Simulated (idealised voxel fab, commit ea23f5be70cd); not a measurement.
process module | voxel transistor to metal
cross-section cut | 270 nm wide | cells 5 nm
A cross-section is a grid of square cells, given in bands from the top down. A band is one or more rows of cells.
Each band's line starts with the height of the band's top and of its bottom, in nm. Then come its materials from left to right, each with its width in nm. One material with "throughout" fills the band from edge to edge. "air" is empty space.
Height 0 is the level under which the wafer as received is all one material. The lowest band goes on downwards, as in "0 down".
A width such as "30 to 40" changes by the same amount from each row of cells to the next, from the band's top row to its bottom row.
"no change" after a step means that no cell of the cross-section changed.
closed voids: empty space of 8 cells or more with no open way to the top, each as width x height at its distance from the left edge, in nm
after a step's settings: what the simulator itself notes on the step
overlay nm, on a step with a mask: how far to the right of its planned place the mask lay; to the left if negative
Each pair below shows a cross-section before one step and the cross-section after it, down to the lowest band that changed. The line under each pair gives the step between them, with its settings. The pairs can come from different runs of this module on the same starting wafer, so a pair continues from the pair above only where its "before" says so.
before
  25 to 15: SiO2 20 | air 20 | SiO2 55 | air 20 | SiO2 40 | air 20 | SiO2 55 | air 20 | SiO2 20
  15 to 0: SiO2 20 | air 20 | SiN 10 | HfO2 5 | TiN 5 | W 15 | TiN 5 | HfO2 5 | SiN 10 | air 20 | SiO2 40 | air 20 | SiN 10 | HfO2 5 | TiN 5 | W 15 | TiN 5 | HfO2 5 | SiN 10 | air 20 | SiO2 20
  0 to -5: SiO2 20 | air 10 | pSi 10 | SiN 10 | HfO2 5 | TiN 25 | HfO2 5 | SiN 10 | pSi 10 | air 10 | SiO2 40 | air 10 | pSi 10 | SiN 10 | HfO2 5 | TiN 25 | HfO2 5 | SiN 10 | pSi 10 | air 10 | SiO2 20
  -5 to -10: SiO2 15 | pSi 25 | SiO2 10 | HfO2 35 | SiO2 10 | pSi 25 | SiO2 30 | pSi 25 | SiO2 10 | HfO2 35 | SiO2 10 | pSi 25 | SiO2 15
  -10 to -15: SiO2 20 | pSi 20 | Si 55 | pSi 20 | SiO2 40 | pSi 20 | Si 55 | pSi 20 | SiO2 20
  -15 to -80: SiO2 20 | Si 95 | SiO2 40 | Si 95 | SiO2 20
  -80 down: Si throughout
  closed voids: none
after
  30 to 25: TiN 25 | air 10 | TiN 65 | air 10 | TiN 50 | air 10 | TiN 65 | air 10 | TiN 25
  25 to 15: SiO2 20 | TiN 5 | air 10 | TiN 5 | SiO2 55 | TiN 5 | air 10 | TiN 5 | SiO2 40 | TiN 5 | air 10 | TiN 5 | SiO2 55 | TiN 5 | air 10 | TiN 5 | SiO2 20
  15 to 5: SiO2 20 | TiN 5 | air 10 | TiN 5 | SiN 10 | HfO2 5 | TiN 5 | W 15 | TiN 5 | HfO2 5 | SiN 10 | TiN 5 | air 10 | TiN 5 | SiO2 40 | TiN 5 | air 10 | TiN 5 | SiN 10 | HfO2 5 | TiN 5 | W 15 | TiN 5 | HfO2 5 | SiN 10 | TiN 5 | air 10 | TiN 5 | SiO2 20
  5 to 0: SiO2 20 | TiN 20 | SiN 10 | HfO2 5 | TiN 5 | W 15 | TiN 5 | HfO2 5 | SiN 10 | TiN 20 | SiO2 40 | TiN 20 | SiN 10 | HfO2 5 | TiN 5 | W 15 | TiN 5 | HfO2 5 | SiN 10 | TiN 20 | SiO2 20
  0 to -5: SiO2 20 | TiN 10 | pSi 10 | SiN 10 | HfO2 5 | TiN 25 | HfO2 5 | SiN 10 | pSi 10 | TiN 10 | SiO2 40 | TiN 10 | pSi 10 | SiN 10 | HfO2 5 | TiN 25 | HfO2 5 | SiN 10 | pSi 10 | TiN 10 | SiO2 20
  below -5: unchanged
  closed voids: none
the step between: op CONFORMAL_DEP | material TiN | thk nm 5
before: the cross-section after the pair above
after
  40 to 30: W throughout
  30 to 25: TiN 25 | W 10 | TiN 65 | W 10 | TiN 50 | W 10 | TiN 65 | W 10 | TiN 25
  25 to 15: SiO2 20 | TiN 5 | W 10 | TiN 5 | SiO2 55 | TiN 5 | W 10 | TiN 5 | SiO2 40 | TiN 5 | W 10 | TiN 5 | SiO2 55 | TiN 5 | W 10 | TiN 5 | SiO2 20
  15 to 5: SiO2 20 | TiN 5 | W 10 | TiN 5 | SiN 10 | HfO2 5 | TiN 5 | W 15 | TiN 5 | HfO2 5 | SiN 10 | TiN 5 | W 10 | TiN 5 | SiO2 40 | TiN 5 | W 10 | TiN 5 | SiN 10 | HfO2 5 | TiN 5 | W 15 | TiN 5 | HfO2 5 | SiN 10 | TiN 5 | W 10 | TiN 5 | SiO2 20
  below 5: unchanged
  closed voids: none
the step between: op FILL_DEP | material W | thk nm 10
before: the cross-section after the pair above
after
  25 to 15: SiO2 20 | TiN 5 | W 10 | TiN 5 | SiO2 55 | TiN 5 | W 10 | TiN 5 | SiO2 40 | TiN 5 | W 10 | TiN 5 | SiO2 55 | TiN 5 | W 10 | TiN 5 | SiO2 20
  below 15: unchanged
  closed voids: none
the step between: op CMP | height nm 25
before: the cross-section after the pair above
after
  30 to 25: SiN throughout
  below 25: unchanged
  closed voids: none
the step between: op CONFORMAL_DEP | material SiN | thk nm 5
before: the cross-section after the pair above
after
  55 to 30: lowk throughout
  below 30: unchanged
  closed voids: none
the step between: op DIRECTIONAL_DEP | material lowk | thk nm 25
before: the cross-section after the pair above
after
  70 to 55: aC throughout
  below 55: unchanged
  closed voids: none
the step between: op DIRECTIONAL_DEP | material aC | thk nm 15
before: the cross-section after the pair above
after
  100 to 70: resist 20 | air 20 | resist 55 | air 20 | resist 40 | air 20 | resist 55 | air 20 | resist 20
  below 70: unchanged
  closed voids: none
the step between: op PATTERN | tone open | mask id METAL_1 | material resist | width nm 20 | thk nm 30 | overlay nm 0
before: the cross-section after the pair above
after
  85 to 70: resist 20 | air 20 | resist 55 | air 20 | resist 40 | air 20 | resist 55 | air 20 | resist 20
  70 to 55: aC 20 | air 20 | aC 55 | air 20 | aC 40 | air 20 | aC 55 | air 20 | aC 20
  below 55: unchanged
  closed voids: none
the step between: op DIRECTIONAL_ETCH | etch materials aC | depth nm 15
before: the cross-section after the pair above
after
  70 to 55: aC 20 | air 20 | aC 55 | air 20 | aC 40 | air 20 | aC 55 | air 20 | aC 20
  below 55: unchanged
  closed voids: none
the step between: op STRIP | etch materials resist
before: the cross-section after the pair above
after
  70 to 55: aC 20 | air 20 | aC 55 | air 20 | aC 40 | air 20 | aC 55 | air 20 | aC 20
  55 to 30: lowk 20 | air 20 | lowk 55 | air 20 | lowk 40 | air 20 | lowk 55 | air 20 | lowk 20
  below 30: unchanged
  closed voids: none
the step between: op DIRECTIONAL_ETCH | etch materials lowk | depth nm 25
before: the cross-section after the pair above
after
  70 to 55: aC 20 | air 20 | aC 55 | air 20 | aC 40 | air 20 | aC 55 | air 20 | aC 20
  55 to 30: lowk 20 | air 20 | lowk 55 | air 20 | lowk 40 | air 20 | lowk 55 | air 20 | lowk 20
  30 to 25: SiN 20 | air 20 | SiN 55 | air 20 | SiN 40 | air 20 | SiN 55 | air 20 | SiN 20
  below 25: unchanged
  closed voids: none
the step between: op DIRECTIONAL_ETCH | etch materials SiN | depth nm 5
before: the cross-section after the pair above
after
  55 to 30: lowk 20 | air 20 | lowk 55 | air 20 | lowk 40 | air 20 | lowk 55 | air 20 | lowk 20
  below 30: unchanged
  closed voids: none
the step between: op STRIP | etch materials aC
before: the cross-section after the pair above
after
  60 to 55: TiN 25 | air 10 | TiN 65 | air 10 | TiN 50 | air 10 | TiN 65 | air 10 | TiN 25
  55 to 30: lowk 20 | TiN 5 | air 10 | TiN 5 | lowk 55 | TiN 5 | air 10 | TiN 5 | lowk 40 | TiN 5 | air 10 | TiN 5 | lowk 55 | TiN 5 | air 10 | TiN 5 | lowk 20
  30 to 25: SiN 20 | TiN 20 | SiN 55 | TiN 20 | SiN 40 | TiN 20 | SiN 55 | TiN 20 | SiN 20
  below 25: unchanged
  closed voids: none
the step between: op CONFORMAL_DEP | material TiN | thk nm 5
before: the cross-section after the pair above
after
  65 to 60: Cu throughout
  60 to 55: TiN 25 | Cu 10 | TiN 65 | Cu 10 | TiN 50 | Cu 10 | TiN 65 | Cu 10 | TiN 25
  55 to 30: lowk 20 | TiN 5 | Cu 10 | TiN 5 | lowk 55 | TiN 5 | Cu 10 | TiN 5 | lowk 40 | TiN 5 | Cu 10 | TiN 5 | lowk 55 | TiN 5 | Cu 10 | TiN 5 | lowk 20
  below 30: unchanged
  closed voids: none
the step between: op FILL_DEP | material Cu | thk nm 5
before: the cross-section after the pair above
after
  55 to 30: lowk 20 | TiN 5 | Cu 10 | TiN 5 | lowk 55 | TiN 5 | Cu 10 | TiN 5 | lowk 40 | TiN 5 | Cu 10 | TiN 5 | lowk 55 | TiN 5 | Cu 10 | TiN 5 | lowk 20
  below 30: unchanged
  closed voids: none
the step between: op CMP | height nm 55
before: the cross-section after the pair above
after
  60 to 55: air 15 | Ru 30 | air 45 | Ru 30 | air 30 | Ru 30 | air 45 | Ru 30 | air 15
  below 55: unchanged
  closed voids: none
the step between: op EPI | material Ru | thk nm 5
before: the cross-section after the pair above
after
  65 to 60: SiCN throughout
  60 to 55: SiCN 15 | Ru 30 | SiCN 45 | Ru 30 | SiCN 30 | Ru 30 | SiCN 45 | Ru 30 | SiCN 15
  below 55: unchanged
  closed voids: none
the step between: op FILL_DEP | material SiCN | thk nm 5
before
  15 to 0: air 15 | SiN 105 | air 30 | SiN 105 | air 15
  0 to -5: SiO2 throughout
  -5 to -45: SiO2 20 | Si 95 | SiO2 40 | Si 95 | SiO2 20
  -45 down: Si throughout
  closed voids: none
after
  15 to 0: air 15 | SiN 105 | air 30 | SiN 105 | air 15
  0 to -5: air 20 | SiO2 95 | air 40 | SiO2 95 | air 20
  below -5: unchanged
  closed voids: none
the step between: op SELECTIVE_ETCH | etch materials SiO2 | depth nm 5
before: the cross-section after the pair above
after
  0 to -5: air 20 | SiO2 95 | air 40 | SiO2 95 | air 20
  below -5: unchanged
  closed voids: none
the step between: op STRIP | etch materials SiN
before: the cross-section after the pair above
after
  25 to 20: air 20 | polySi 95 | air 40 | polySi 95 | air 20
  20 to 0: polySi throughout
  0 to -5: polySi 20 | SiO2 95 | polySi 40 | SiO2 95 | polySi 20
  below -5: unchanged
  closed voids: none
the step between: op DIRECTIONAL_DEP | material polySi | thk nm 25
before: the cross-section after the pair above
after
  40 to 35: air 20 | SiCN 95 | air 40 | SiCN 95 | air 20
  35 to 25: SiCN throughout
  25 to 20: SiCN 20 | polySi 95 | SiCN 40 | polySi 95 | SiCN 20
  below 20: unchanged
  closed voids: none
the step between: op DIRECTIONAL_DEP | material SiCN | thk nm 15
before: the cross-section after the pair above
after
  40 to 25: air 55 | SiCN 25 | air 110 | SiCN 25 | air 55
  25 to 20: air 20 | polySi 95 | air 40 | polySi 95 | air 20
  below 20: unchanged
  closed voids: none
the step between: op MASKED_ETCH | tone cover | mask id GATE | width nm 25 | pitch nm 135 | etch materials SiCN | depth nm 25 | overlay nm 0
before: the cross-section after the pair above
after
  40 to 25: air 55 | SiCN 25 | air 110 | SiCN 25 | air 55
  25 to 0: air 55 | polySi 25 | air 110 | polySi 25 | air 55
  0 to -5: air 20 | SiO2 95 | air 40 | SiO2 95 | air 20
  below -5: unchanged
  closed voids: none
the step between: op MASKED_ETCH | tone cover | mask id GATE | width nm 25 | pitch nm 135 | etch materials polySi | depth nm 35 | overlay nm 0
before: the cross-section after the pair above
after
  45 to 40: air 50 | SiO2 35 | air 100 | SiO2 35 | air 50
  40 to 25: air 50 | SiO2 5 | SiCN 25 | SiO2 5 | air 100 | SiO2 5 | SiCN 25 | SiO2 5 | air 50
  25 to 5: air 50 | SiO2 5 | polySi 25 | SiO2 5 | air 100 | SiO2 5 | polySi 25 | SiO2 5 | air 50
  5 to 0: air 15 | SiO2 40 | polySi 25 | SiO2 40 | air 30 | SiO2 40 | polySi 25 | SiO2 40 | air 15
  0 to -5: SiO2 throughout
  below -5: unchanged
  closed voids: none
the step between: op CONFORMAL_DEP | material SiO2 | thk nm 5
before: the cross-section after the pair above
after
  40 to 25: air 50 | SiO2 5 | SiCN 25 | SiO2 5 | air 100 | SiO2 5 | SiCN 25 | SiO2 5 | air 50
  25 to 0: air 50 | SiO2 5 | polySi 25 | SiO2 5 | air 100 | SiO2 5 | polySi 25 | SiO2 5 | air 50
  0 to -5: air 15 | SiO2 105 | air 30 | SiO2 105 | air 15
  below -5: unchanged
  closed voids: none
the step between: op DIRECTIONAL_ETCH | etch materials SiO2 | depth nm 5
before: the cross-section after the pair above
after
  50 to 40: air 40 | SiN 55 | air 80 | SiN 55 | air 40
  40 to 25: air 40 | SiN 10 | SiO2 5 | SiCN 25 | SiO2 5 | SiN 10 | air 80 | SiN 10 | SiO2 5 | SiCN 25 | SiO2 5 | SiN 10 | air 40
  25 to 10: air 40 | SiN 10 | SiO2 5 | polySi 25 | SiO2 5 | SiN 10 | air 80 | SiN 10 | SiO2 5 | polySi 25 | SiO2 5 | SiN 10 | air 40
  10 to 5: air 5 | SiN 45 | SiO2 5 | polySi 25 | SiO2 5 | SiN 45 | air 10 | SiN 45 | SiO2 5 | polySi 25 | SiO2 5 | SiN 45 | air 5
  5 to 0: SiN 50 | SiO2 5 | polySi 25 | SiO2 5 | SiN 100 | SiO2 5 | polySi 25 | SiO2 5 | SiN 50
  0 to -5: SiN 15 | SiO2 105 | SiN 30 | SiO2 105 | SiN 15
  below -5: unchanged
  closed voids: none
the step between: op CONFORMAL_DEP | material SiN | thk nm 10
before: the cross-section after the pair above
after
  40 to 25: air 40 | SiN 10 | SiO2 5 | SiCN 25 | SiO2 5 | SiN 10 | air 80 | SiN 10 | SiO2 5 | SiCN 25 | SiO2 5 | SiN 10 | air 40
  25 to 0: air 40 | SiN 10 | SiO2 5 | polySi 25 | SiO2 5 | SiN 10 | air 80 | SiN 10 | SiO2 5 | polySi 25 | SiO2 5 | SiN 10 | air 40
  0 to -5: air 5 | SiN 10 | SiO2 105 | SiN 10 | air 10 | SiN 10 | SiO2 105 | SiN 10 | air 5
  below -5: unchanged
  closed voids: none
the step between: op DIRECTIONAL_ETCH | etch materials SiN | depth nm 10
before: the cross-section after the pair above
after
  40 to 35: air 40 | SiN 10 | air 5 | SiCN 25 | air 5 | SiN 10 | air 80 | SiN 10 | air 5 | SiCN 25 | air 5 | SiN 10 | air 40
  35 to 25: air 40 | SiN 10 | SiO2 5 | SiCN 25 | SiO2 5 | SiN 10 | air 80 | SiN 10 | SiO2 5 | SiCN 25 | SiO2 5 | SiN 10 | air 40
  25 to 0: air 40 | SiN 10 | SiO2 5 | polySi 25 | SiO2 5 | SiN 10 | air 80 | SiN 10 | SiO2 5 | polySi 25 | SiO2 5 | SiN 10 | air 40
  0 to -5: air 5 | SiN 10 | air 25 | SiO2 55 | air 25 | SiN 10 | air 10 | SiN 10 | air 25 | SiO2 55 | air 25 | SiN 10 | air 5
  -5 to -10: air 5 | SiO2 15 | Si 95 | SiO2 15 | air 10 | SiO2 15 | Si 95 | SiO2 15 | air 5
  below -10: unchanged
  closed voids: none
the step between: op DIRECTIONAL_ETCH | etch materials SiO2 | depth nm 5
before: the cross-section after the pair above
after
  40 to 35: air 40 | SiN 10 | air 5 | SiCN 25 | air 5 | SiN 10 | air 80 | SiN 10 | air 5 | SiCN 25 | air 5 | SiN 10 | air 40
  35 to 25: air 40 | SiN 10 | SiO2 5 | SiCN 25 | SiO2 5 | SiN 10 | air 80 | SiN 10 | SiO2 5 | SiCN 25 | SiO2 5 | SiN 10 | air 40
  25 to 0: air 40 | SiN 10 | SiO2 5 | polySi 25 | SiO2 5 | SiN 10 | air 80 | SiN 10 | SiO2 5 | polySi 25 | SiO2 5 | SiN 10 | air 40
  0 to -5: air 5 | SiN 10 | air 25 | SiO2 55 | air 25 | SiN 10 | air 10 | SiN 10 | air 25 | SiO2 55 | air 25 | SiN 10 | air 5
  -5 to -10: air 5 | SiO2 15 | air 20 | Si 55 | air 20 | SiO2 15 | air 10 | SiO2 15 | air 20 | Si 55 | air 20 | SiO2 15 | air 5
  below -10: unchanged
  closed voids: none
the step between: op DIRECTIONAL_ETCH | etch materials Si | depth nm 5
before: the cross-section after the pair above
after
  40 to 35: air 40 | SiN 10 | air 5 | SiCN 25 | air 5 | SiN 10 | air 80 | SiN 10 | air 5 | SiCN 25 | air 5 | SiN 10 | air 40
  35 to 25: air 40 | SiN 10 | SiO2 5 | SiCN 25 | SiO2 5 | SiN 10 | air 80 | SiN 10 | SiO2 5 | SiCN 25 | SiO2 5 | SiN 10 | air 40
  25 to 5: air 40 | SiN 10 | SiO2 5 | polySi 25 | SiO2 5 | SiN 10 | air 80 | SiN 10 | SiO2 5 | polySi 25 | SiO2 5 | SiN 10 | air 40
  5 to 0: air 30 | pSi 10 | SiN 10 | SiO2 5 | polySi 25 | SiO2 5 | SiN 10 | pSi 10 | air 60 | pSi 10 | SiN 10 | SiO2 5 | polySi 25 | SiO2 5 | SiN 10 | pSi 10 | air 30
  0 to -5: air 5 | SiN 10 | pSi 25 | SiO2 55 | pSi 25 | SiN 10 | air 10 | SiN 10 | pSi 25 | SiO2 55 | pSi 25 | SiN 10 | air 5
  -5 to -10: air 5 | SiO2 15 | pSi 20 | Si 55 | pSi 20 | SiO2 15 | air 10 | SiO2 15 | pSi 20 | Si 55 | pSi 20 | SiO2 15 | air 5
  below -10: unchanged
  closed voids: none
the step between: op EPI | material pSi | thk nm 10
before: the cross-section after the pair above
after
  50 to 40: SiO2 throughout
  40 to 25: SiO2 40 | SiN 10 | SiO2 5 | SiCN 25 | SiO2 5 | SiN 10 | SiO2 80 | SiN 10 | SiO2 5 | SiCN 25 | SiO2 5 | SiN 10 | SiO2 40
  25 to 5: SiO2 40 | SiN 10 | SiO2 5 | polySi 25 | SiO2 5 | SiN 10 | SiO2 80 | SiN 10 | SiO2 5 | polySi 25 | SiO2 5 | SiN 10 | SiO2 40
  5 to 0: SiO2 30 | pSi 10 | SiN 10 | SiO2 5 | polySi 25 | SiO2 5 | SiN 10 | pSi 10 | SiO2 60 | pSi 10 | SiN 10 | SiO2 5 | polySi 25 | SiO2 5 | SiN 10 | pSi 10 | SiO2 30
  0 to -5: SiO2 5 | SiN 10 | pSi 25 | SiO2 55 | pSi 25 | SiN 10 | SiO2 10 | SiN 10 | pSi 25 | SiO2 55 | pSi 25 | SiN 10 | SiO2 5
  -5 to -10: SiO2 20 | pSi 20 | Si 55 | pSi 20 | SiO2 40 | pSi 20 | Si 55 | pSi 20 | SiO2 20
  below -10: unchanged
  closed voids: none
the step between: op FILL_DEP | material SiO2 | thk nm 10
before: the cross-section after the pair above
after
  20 to 5: SiO2 40 | SiN 10 | SiO2 5 | polySi 25 | SiO2 5 | SiN 10 | SiO2 80 | SiN 10 | SiO2 5 | polySi 25 | SiO2 5 | SiN 10 | SiO2 40
  below 5: unchanged
  closed voids: none
the step between: op CMP | height nm 20
before: the cross-section after the pair above
after
  20 to 5: SiO2 40 | SiN 10 | SiO2 5 | air 25 | SiO2 5 | SiN 10 | SiO2 80 | SiN 10 | SiO2 5 | air 25 | SiO2 5 | SiN 10 | SiO2 40
  5 to 0: SiO2 30 | pSi 10 | SiN 10 | SiO2 5 | air 25 | SiO2 5 | SiN 10 | pSi 10 | SiO2 60 | pSi 10 | SiN 10 | SiO2 5 | air 25 | SiO2 5 | SiN 10 | pSi 10 | SiO2 30
  below 0: unchanged
  closed voids: none
the step between: op STRIP | etch materials polySi
before: the cross-section after the pair above
after
  20 to 15: air 40 | SiN 10 | air 35 | SiN 10 | air 80 | SiN 10 | air 35 | SiN 10 | air 40
  15 to 5: SiO2 40 | SiN 10 | air 35 | SiN 10 | SiO2 80 | SiN 10 | air 35 | SiN 10 | SiO2 40
  5 to 0: SiO2 30 | pSi 10 | SiN 10 | air 35 | SiN 10 | pSi 10 | SiO2 60 | pSi 10 | SiN 10 | air 35 | SiN 10 | pSi 10 | SiO2 30
  0 to -5: SiO2 5 | SiN 10 | pSi 25 | SiO2 10 | air 35 | SiO2 10 | pSi 25 | SiN 10 | SiO2 10 | SiN 10 | pSi 25 | SiO2 10 | air 35 | SiO2 10 | pSi 25 | SiN 10 | SiO2 5
  below -5: unchanged
  closed voids: none
the step between: op SELECTIVE_ETCH | etch materials SiO2 | depth nm 5
before: the cross-section after the pair above
after
  25 to 20: air 35 | HfO2 20 | air 25 | HfO2 20 | air 70 | HfO2 20 | air 25 | HfO2 20 | air 35
  20 to 15: HfO2 40 | SiN 10 | HfO2 5 | air 25 | HfO2 5 | SiN 10 | HfO2 80 | SiN 10 | HfO2 5 | air 25 | HfO2 5 | SiN 10 | HfO2 40
  15 to 5: SiO2 40 | SiN 10 | HfO2 5 | air 25 | HfO2 5 | SiN 10 | SiO2 80 | SiN 10 | HfO2 5 | air 25 | HfO2 5 | SiN 10 | SiO2 40
  5 to 0: SiO2 30 | pSi 10 | SiN 10 | HfO2 5 | air 25 | HfO2 5 | SiN 10 | pSi 10 | SiO2 60 | pSi 10 | SiN 10 | HfO2 5 | air 25 | HfO2 5 | SiN 10 | pSi 10 | SiO2 30
  0 to -5: SiO2 5 | SiN 10 | pSi 25 | SiO2 10 | HfO2 35 | SiO2 10 | pSi 25 | SiN 10 | SiO2 10 | SiN 10 | pSi 25 | SiO2 10 | HfO2 35 | SiO2 10 | pSi 25 | SiN 10 | SiO2 5
  below -5: unchanged
  closed voids: none
the step between: op CONFORMAL_DEP | material HfO2 | thk nm 5
before: the cross-section after the pair above
after
  30 to 25: air 30 | TiN 30 | air 15 | TiN 30 | air 60 | TiN 30 | air 15 | TiN 30 | air 30
  25 to 20: TiN 35 | HfO2 20 | TiN 5 | air 15 | TiN 5 | HfO2 20 | TiN 70 | HfO2 20 | TiN 5 | air 15 | TiN 5 | HfO2 20 | TiN 35
  20 to 15: HfO2 40 | SiN 10 | HfO2 5 | TiN 5 | air 15 | TiN 5 | HfO2 5 | SiN 10 | HfO2 80 | SiN 10 | HfO2 5 | TiN 5 | air 15 | TiN 5 | HfO2 5 | SiN 10 | HfO2 40
  15 to 5: SiO2 40 | SiN 10 | HfO2 5 | TiN 5 | air 15 | TiN 5 | HfO2 5 | SiN 10 | SiO2 80 | SiN 10 | HfO2 5 | TiN 5 | air 15 | TiN 5 | HfO2 5 | SiN 10 | SiO2 40
  5 to 0: SiO2 30 | pSi 10 | SiN 10 | HfO2 5 | TiN 25 | HfO2 5 | SiN 10 | pSi 10 | SiO2 60 | pSi 10 | SiN 10 | HfO2 5 | TiN 25 | HfO2 5 | SiN 10 | pSi 10 | SiO2 30
  below 0: unchanged
  closed voids: none
the step between: op CONFORMAL_DEP | material TiN | thk nm 5
before: the cross-section after the pair above
after
  40 to 30: W throughout
  30 to 25: W 30 | TiN 30 | W 15 | TiN 30 | W 60 | TiN 30 | W 15 | TiN 30 | W 30
  25 to 20: TiN 35 | HfO2 20 | TiN 5 | W 15 | TiN 5 | HfO2 20 | TiN 70 | HfO2 20 | TiN 5 | W 15 | TiN 5 | HfO2 20 | TiN 35
  20 to 15: HfO2 40 | SiN 10 | HfO2 5 | TiN 5 | W 15 | TiN 5 | HfO2 5 | SiN 10 | HfO2 80 | SiN 10 | HfO2 5 | TiN 5 | W 15 | TiN 5 | HfO2 5 | SiN 10 | HfO2 40
  15 to 5: SiO2 40 | SiN 10 | HfO2 5 | TiN 5 | W 15 | TiN 5 | HfO2 5 | SiN 10 | SiO2 80 | SiN 10 | HfO2 5 | TiN 5 | W 15 | TiN 5 | HfO2 5 | SiN 10 | SiO2 40
  below 5: unchanged
  closed voids: none
the step between: op FILL_DEP | material W | thk nm 10
before: the cross-section after the pair above
after
  15 to 5: SiO2 40 | SiN 10 | HfO2 5 | TiN 5 | W 15 | TiN 5 | HfO2 5 | SiN 10 | SiO2 80 | SiN 10 | HfO2 5 | TiN 5 | W 15 | TiN 5 | HfO2 5 | SiN 10 | SiO2 40
  below 5: unchanged
  closed voids: none
the step between: op CMP | height nm 15
before: the cross-section after the pair above
after
  25 to 15: SiO2 throughout
  below 15: unchanged
  closed voids: none
the step between: op DIRECTIONAL_DEP | material SiO2 | thk nm 10
before: the cross-section after the pair above
after
  35 to 25: aC throughout
  below 25: unchanged
  closed voids: none
the step between: op DIRECTIONAL_DEP | material aC | thk nm 10
before: the cross-section after the pair above
after
  65 to 35: resist 20 | air 20 | resist 55 | air 20 | resist 40 | air 20 | resist 55 | air 20 | resist 20
  below 35: unchanged
  closed voids: none
the step between: op PATTERN | tone open | mask id CONTACT | material resist | width nm 20 | thk nm 30 | overlay nm 0
before: the cross-section after the pair above
after
  55 to 35: resist 20 | air 20 | resist 55 | air 20 | resist 40 | air 20 | resist 55 | air 20 | resist 20
  35 to 25: aC 20 | air 20 | aC 55 | air 20 | aC 40 | air 20 | aC 55 | air 20 | aC 20
  below 25: unchanged
  closed voids: none
the step between: op DIRECTIONAL_ETCH | etch materials aC | depth nm 10
before: the cross-section after the pair above
after
  35 to 25: aC 20 | air 20 | aC 55 | air 20 | aC 40 | air 20 | aC 55 | air 20 | aC 20
  below 25: unchanged
  closed voids: none
the step between: op STRIP | etch materials resist
before: the cross-section after the pair above
after
  35 to 25: aC 20 | air 20 | aC 55 | air 20 | aC 40 | air 20 | aC 55 | air 20 | aC 20
  25 to 15: SiO2 20 | air 20 | SiO2 55 | air 20 | SiO2 40 | air 20 | SiO2 55 | air 20 | SiO2 20
  15 to 5: SiO2 20 | air 20 | SiN 10 | HfO2 5 | TiN 5 | W 15 | TiN 5 | HfO2 5 | SiN 10 | air 20 | SiO2 40 | air 20 | SiN 10 | HfO2 5 | TiN 5 | W 15 | TiN 5 | HfO2 5 | SiN 10 | air 20 | SiO2 20
  5 to 0: SiO2 20 | air 10 | pSi 10 | SiN 10 | HfO2 5 | TiN 25 | HfO2 5 | SiN 10 | pSi 10 | air 10 | SiO2 40 | air 10 | pSi 10 | SiN 10 | HfO2 5 | TiN 25 | HfO2 5 | SiN 10 | pSi 10 | air 10 | SiO2 20
  below 0: unchanged
  closed voids: none
the step between: op DIRECTIONAL_ETCH | etch materials SiO2 | depth nm 30
before: the cross-section after the pair above
after
  25 to 15: SiO2 20 | air 20 | SiO2 55 | air 20 | SiO2 40 | air 20 | SiO2 55 | air 20 | SiO2 20
  below 15: unchanged
  closed voids: none
the step between: op STRIP | etch materials aC
before: the cross-section after the pair above
after
  30 to 25: TiN 25 | air 10 | TiN 65 | air 10 | TiN 50 | air 10 | TiN 65 | air 10 | TiN 25
  25 to 15: SiO2 20 | TiN 5 | air 10 | TiN 5 | SiO2 55 | TiN 5 | air 10 | TiN 5 | SiO2 40 | TiN 5 | air 10 | TiN 5 | SiO2 55 | TiN 5 | air 10 | TiN 5 | SiO2 20
  15 to 10: SiO2 20 | TiN 5 | air 10 | TiN 5 | SiN 10 | HfO2 5 | TiN 5 | W 15 | TiN 5 | HfO2 5 | SiN 10 | TiN 5 | air 10 | TiN 5 | SiO2 40 | TiN 5 | air 10 | TiN 5 | SiN 10 | HfO2 5 | TiN 5 | W 15 | TiN 5 | HfO2 5 | SiN 10 | TiN 5 | air 10 | TiN 5 | SiO2 20
  10 to 5: SiO2 20 | TiN 20 | SiN 10 | HfO2 5 | TiN 5 | W 15 | TiN 5 | HfO2 5 | SiN 10 | TiN 20 | SiO2 40 | TiN 20 | SiN 10 | HfO2 5 | TiN 5 | W 15 | TiN 5 | HfO2 5 | SiN 10 | TiN 20 | SiO2 20
  5 to 0: SiO2 20 | TiN 10 | pSi 10 | SiN 10 | HfO2 5 | TiN 25 | HfO2 5 | SiN 10 | pSi 10 | TiN 10 | SiO2 40 | TiN 10 | pSi 10 | SiN 10 | HfO2 5 | TiN 25 | HfO2 5 | SiN 10 | pSi 10 | TiN 10 | SiO2 20
  below 0: unchanged
  closed voids: none
the step between: op CONFORMAL_DEP | material TiN | thk nm 5
before: the cross-section after the pair above
after
  40 to 30: W throughout
  30 to 25: TiN 25 | W 10 | TiN 65 | W 10 | TiN 50 | W 10 | TiN 65 | W 10 | TiN 25
  25 to 15: SiO2 20 | TiN 5 | W 10 | TiN 5 | SiO2 55 | TiN 5 | W 10 | TiN 5 | SiO2 40 | TiN 5 | W 10 | TiN 5 | SiO2 55 | TiN 5 | W 10 | TiN 5 | SiO2 20
  15 to 10: SiO2 20 | TiN 5 | W 10 | TiN 5 | SiN 10 | HfO2 5 | TiN 5 | W 15 | TiN 5 | HfO2 5 | SiN 10 | TiN 5 | W 10 | TiN 5 | SiO2 40 | TiN 5 | W 10 | TiN 5 | SiN 10 | HfO2 5 | TiN 5 | W 15 | TiN 5 | HfO2 5 | SiN 10 | TiN 5 | W 10 | TiN 5 | SiO2 20
  below 10: unchanged
  closed voids: none
the step between: op FILL_DEP | material W | thk nm 10
before: the cross-section after the pair above
after
  25 to 15: SiO2 20 | TiN 5 | W 10 | TiN 5 | SiO2 55 | TiN 5 | W 10 | TiN 5 | SiO2 40 | TiN 5 | W 10 | TiN 5 | SiO2 55 | TiN 5 | W 10 | TiN 5 | SiO2 20
  below 15: unchanged
  closed voids: none
the step between: op CMP | height nm 25
before: the cross-section after the pair above
after
  30 to 25: SiN throughout
  below 25: unchanged
  closed voids: none
the step between: op CONFORMAL_DEP | material SiN | thk nm 5
before: the cross-section after the pair above
after
  55 to 30: lowk throughout
  below 30: unchanged
  closed voids: none
the step between: op DIRECTIONAL_DEP | material lowk | thk nm 25
before: the cross-section after the pair above
after
  70 to 55: aC throughout
  below 55: unchanged
  closed voids: none
the step between: op DIRECTIONAL_DEP | material aC | thk nm 15
before: the cross-section after the pair above
after
  100 to 70: resist 20 | air 20 | resist 55 | air 20 | resist 40 | air 20 | resist 55 | air 20 | resist 20
  below 70: unchanged
  closed voids: none
the step between: op PATTERN | tone open | mask id METAL_1 | material resist | width nm 20 | thk nm 30 | overlay nm 0
before: the cross-section after the pair above
after
  85 to 70: resist 20 | air 20 | resist 55 | air 20 | resist 40 | air 20 | resist 55 | air 20 | resist 20
  70 to 55: aC 20 | air 20 | aC 55 | air 20 | aC 40 | air 20 | aC 55 | air 20 | aC 20
  below 55: unchanged
  closed voids: none
the step between: op DIRECTIONAL_ETCH | etch materials aC | depth nm 15
before: the cross-section after the pair above
after
  70 to 55: aC 20 | air 20 | aC 55 | air 20 | aC 40 | air 20 | aC 55 | air 20 | aC 20
  below 55: unchanged
  closed voids: none
the step between: op STRIP | etch materials resist
